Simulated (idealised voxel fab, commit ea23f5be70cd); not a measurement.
The following is a process module called voxel capacitor over wiring.
FYI the section here is cut, 250 nm wide, cells are 5 nm squares.
For the purposes of this document, a cross-section shall be understood as a grid of square cells, specified as bands listed in top-to-bottom order, each band consisting of one or more rows of cells. Quick guide to a band line: top height, bottom height (nm) up front; then every material left to right with its width in nm. Only one material and it's marked "all across"? Then it fills the band edge to edge. And "air" just means empty space. A quick word on heights: they are counted from 0, and under that level the wafer as it came to us is one material throughout. The lowest band is different from the rest in having no bottom; it simply continues downward, written as in "0 down". Top row gets the first number, bottom row gets the second, and each row in between changes by the same step: that is how a band width like "30..40" works. When a step is marked "remained unchanged", none of the cells in the cross-section changed during that step. Closed void list: empty space of 8 cells or more with no open way to the top, each as width x height at its distance from the left edge, in nm. The remark found on a step's line after its settings is issued by the simulator itself and pertains to that step. overlay nm: where the mask lay relative to plan, measured to the right, on steps with a mask; negatives go left.
THE STEPS PLANNED FOR THE PROCESS ARE AS FOLLOWS
1) RECEIVE with material Si
2) CONFORMAL_DEP with material SiO2, thk nm 15
3) DIRECTIONAL_DEP with material TiN, thk nm 5
4) DIRECTIONAL_DEP with material W, thk nm 20
5) PATTERN with tone cover, mask id METAL_1, material resist, width nm 30, pitch nm 100, thk nm 15, overlay nm 0
6) DIRECTIONAL_ETCH with etch materials W, depth nm 20
7) DIRECTIONAL_ETCH with etch materials TiN, depth nm 5
8) STRIP with etch materials resist
9) FILL_DEP with material SiO2, thk nm 5
10) CMP with height nm 40
11) CONFORMAL_DEP with material SiCN, thk nm 5
12) DIRECTIONAL_DEP with material SiO2, thk nm 20
13) PATTERN with tone open, mask id PLUG_1, material resist, width nm 15, thk nm 15, overlay nm 0
14) DIRECTIONAL_ETCH with etch materials SiO2, depth nm 20
15) DIRECTIONAL_ETCH with etch materials SiCN, depth nm 5
16) STRIP with etch materials resist
17) EPI with material Ru, thk nm 10
18) EPI with material Ru, thk nm 10
19) EPI with material Ru, thk nm 5
20) DIRECTIONAL_DEP with material TiN, thk nm 10
21) DIRECTIONAL_DEP with material HfO2, thk nm 5
22) DIRECTIONAL_DEP with material TiN, thk nm 10
23) DIRECTIONAL_DEP with material aC, thk nm 15
24) PATTERN with tone cover, mask id UPPER_PLATE, material resist, width nm 75, thk nm 35, overlay nm 0
25) DIRECTIONAL_ETCH with etch materials aC, depth nm 15
26) STRIP with etch materials resist
27) DIRECTIONAL_ETCH with etch materials TiN, depth nm 10
28) DIRECTIONAL_ETCH with etch materials HfO2, depth nm 5
29) STRIP with etch materials aC
30) DIRECTIONAL_DEP with material aC, thk nm 15
31) PATTERN with tone cover, mask id LOWER_PLATE, material resist, width nm 85, thk nm 35, overlay nm 0
32) DIRECTIONAL_ETCH with etch materials aC, depth nm 15
33) STRIP with etch materials resist
34) DIRECTIONAL_ETCH with etch materials TiN, depth nm 10
35) STRIP with etch materials aC
36) FILL_DEP with material SiO2, thk nm 15
37) CMP with height nm 100
38) DIRECTIONAL_DEP with material aC, thk nm 15
39) PATTERN with tone open, mask id PLUG_2, material resist, width nm 15, thk nm 30, overlay nm -15
40) DIRECTIONAL_ETCH with etch materials aC, depth nm 15
41) STRIP with etch materials resist
42) DIRECTIONAL_ETCH with etch materials SiO2, depth nm 10
43) STRIP with etch materials aC
44) CONFORMAL_DEP with material TiN, thk nm 5
45) FILL_DEP with material W, thk nm 5
46) CMP with height nm 100
47) CONFORMAL_DEP with material SiCN, thk nm 5
Same starting wafers, different overlay nm at step 39. Plan value belongs to the first wafer.
THIS IS HOW THE FIRST OF SEVERAL WAFERS LOOKED IN CROSS-SECTION WHEN IT ARRIVED, WHICH IS AFTER STEP 1
    0 down: Si all across
    Closed void list: none
WAFER CROSS-SECTION (FIRST OF SEVERAL) - MODULE END, POST STEP 47 (LAST STEP)
    105 to 100: SiCN all across
    100 to 95: SiO2 70 nm; TiN 5 nm; W 5 nm; TiN 5 nm; SiO2 165 nm
    95 to 90: SiO2 70 nm; TiN 15 nm; SiO2 165 nm
    90 to 80: SiO2 75 nm; TiN 75 nm; SiO2 100 nm
    80 to 75: SiO2 75 nm; HfO2 75 nm; SiO2 100 nm
    75 to 65: SiO2 70 nm; TiN 85 nm; SiO2 95 nm
    65 to 45: SiO2 75 nm; Ru 15 nm; SiO2 160 nm
    45 to 40: SiCN 75 nm; Ru 15 nm; SiCN 160 nm
    40 to 20: SiO2 60 nm; W 30 nm; SiO2 70 nm; W 30 nm; SiO2 60 nm
    20 to 15: SiO2 60 nm; TiN 30 nm; SiO2 70 nm; TiN 30 nm; SiO2 60 nm
    15 to 0: SiO2 all across
    0 down: Si all across
    Closed void list: none
LAST WAFER OF THE SET, CROSS-SECTIONED AT END OF MODULE
    105 to 100: SiCN all across
    100 to 95: SiO2 100 nm; TiN 5 nm; W 5 nm; TiN 5 nm; SiO2 135 nm
    95 to 90: SiO2 100 nm; TiN 15 nm; SiO2 135 nm
    90 to 80: SiO2 75 nm; TiN 75 nm; SiO2 100 nm
    80 to 75: SiO2 75 nm; HfO2 75 nm; SiO2 100 nm
    75 to 65: SiO2 70 nm; TiN 85 nm; SiO2 95 nm
    65 to 45: SiO2 75 nm; Ru 15 nm; SiO2 160 nm
    45 to 40: SiCN 75 nm; Ru 15 nm; SiCN 160 nm
    40 to 20: SiO2 60 nm; W 30 nm; SiO2 70 nm; W 30 nm; SiO2 60 nm
    20 to 15: SiO2 60 nm; TiN 30 nm; SiO2 70 nm; TiN 30 nm; SiO2 60 nm
    15 to 0: SiO2 all across
    0 down: Si all across
    Closed void list: none
END OF MODULE, BY WAFER: MATERIAL-BY-MATERIAL CELL GAIN (+) OR LOSS (-) SINCE RECEIPT, THEN CLOSED VOIDS
overlay nm -15 | +15 HfO2 | +15 Ru | +97 SiCN | +793 SiO2 | +81 TiN | +49 W | Closed void list: none
overlay nm -10 | +15 HfO2 | +15 Ru | +97 SiCN | +793 SiO2 | +81 TiN | +49 W | Closed void list: none
overlay nm -5 | +15 HfO2 | +15 Ru | +97 SiCN | +793 SiO2 | +81 TiN | +49 W | Closed void list: none
overlay nm 0 | +15 HfO2 | +15 Ru | +97 SiCN | +793 SiO2 | +81 TiN | +49 W | Closed void list: none
overlay nm 5 | +15 HfO2 | +15 Ru | +97 SiCN | +793 SiO2 | +81 TiN | +49 W | Closed void list: none
overlay nm 10 | +15 HfO2 | +15 Ru | +97 SiCN | +793 SiO2 | +81 TiN | +49 W | Closed void list: none
overlay nm 15 | +15 HfO2 | +15 Ru | +97 SiCN | +793 SiO2 | +81 TiN | +49 W | Closed void list: none
